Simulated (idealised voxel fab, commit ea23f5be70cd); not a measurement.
Process module heading - voxel released beams
280 nm wide, 5 nm square cells: that's cross-section cut.
When this document writes out a cross-section, it uses a grid of square cells and lists it as bands, beginning at the top and moving down, with a band standing for one or more rows of cells. Basically the band line says how high the top is and how high the bottom is, in nm, and then what's in it from left to right, every material with its width in nm. Empty space shows up as "air", and if a single material carries "edge to edge" it runs the full band edge to edge. Basically, 0 is our baseline, since under it the wafer straight out of the box is all one material. The bottom band has no lower end and keeps on going down, so it looks like "z 0 and below". A width given as "30->40" starts at the first number in the band's top row and ends at the second number in its bottom row, shifting by an equal amount at every step from row to row. Step note "nothing was modified" = no cross-section cell changed. Look at "Enclosed void listing" for the closed voids: empty spaces with no open path to the top, sized 8 cells or up. Each is width x height at distance, distance from the left edge, all nm. Text after the settings on a step's line: the simulator's own remark on that step. The line of a step may include "overlay nm". On a step with a mask, this value is how far to the right of its planned place the mask lay. A negative value means the mask lay to the left.
[Process steps - plan]
1: RECEIVE [material Si]
2: CONFORMAL_DEP [material SiN] [thk nm 5]
3: DIRECTIONAL_DEP [material SiO2] [thk nm 20]
4: PATTERN [tone open] [mask id ANCHOR] [material resist] [width nm 30] [thk nm 15] [overlay nm 0]
5: DIRECTIONAL_ETCH [etch materials SiO2] [depth nm 20]
6: STRIP [etch materials resist]
7: CONFORMAL_DEP [material TiN] [thk nm 10]
8: DIRECTIONAL_DEP [material aC] [thk nm 10]
9: PATTERN [tone cover] [mask id BEAM] [material resist] [width nm 105] [thk nm 30] [overlay nm 0]
10: DIRECTIONAL_ETCH [etch materials aC] [depth nm 10]
11: STRIP [etch materials resist]
12: DIRECTIONAL_ETCH [etch materials TiN] [depth nm 10]
13: STRIP [etch materials aC]
14: STRIP [etch materials SiO2]
[Wafer at receipt (post step 1), cross-section]
  z 0 and below  Si edge to edge
  Enclosed void listing: none
[End-of-module cross-section of the first of two wafers, processed as planned]
  z 35 to 25  85 of air, then 15 of TiN, then 10 of air, then 80 of TiN, then 90 of air
  z 25 to 15  90 of air, then 10 of TiN, then 10 of air, then 10 of TiN, then 160 of air
  z 15 to 5  90 of air, then 30 of TiN, then 160 of air
  z 5 to 0  SiN edge to edge
  z 0 and below  Si edge to edge
  Enclosed void listing: none
[Cross-sectional view: second of two wafers, end of module; start and plan identical to the first, one mistake in running]
  z 35 to 25  85 of air, then 105 of TiN, then 90 of air
  z 25 to 5  95 of air, then 20 of TiN, then 165 of air
  z 5 to 0  SiN edge to edge
  z 0 and below  Si edge to edge
  Enclosed void listing: none
Finding, execution versus plan: step 4 changed vs plan, executed as PATTERN [tone open] [mask id ANCHOR] [material resist] [width nm 20] [thk nm 15] [overlay nm 0]
Both wafers, final: cells per material equal; arrangement not.
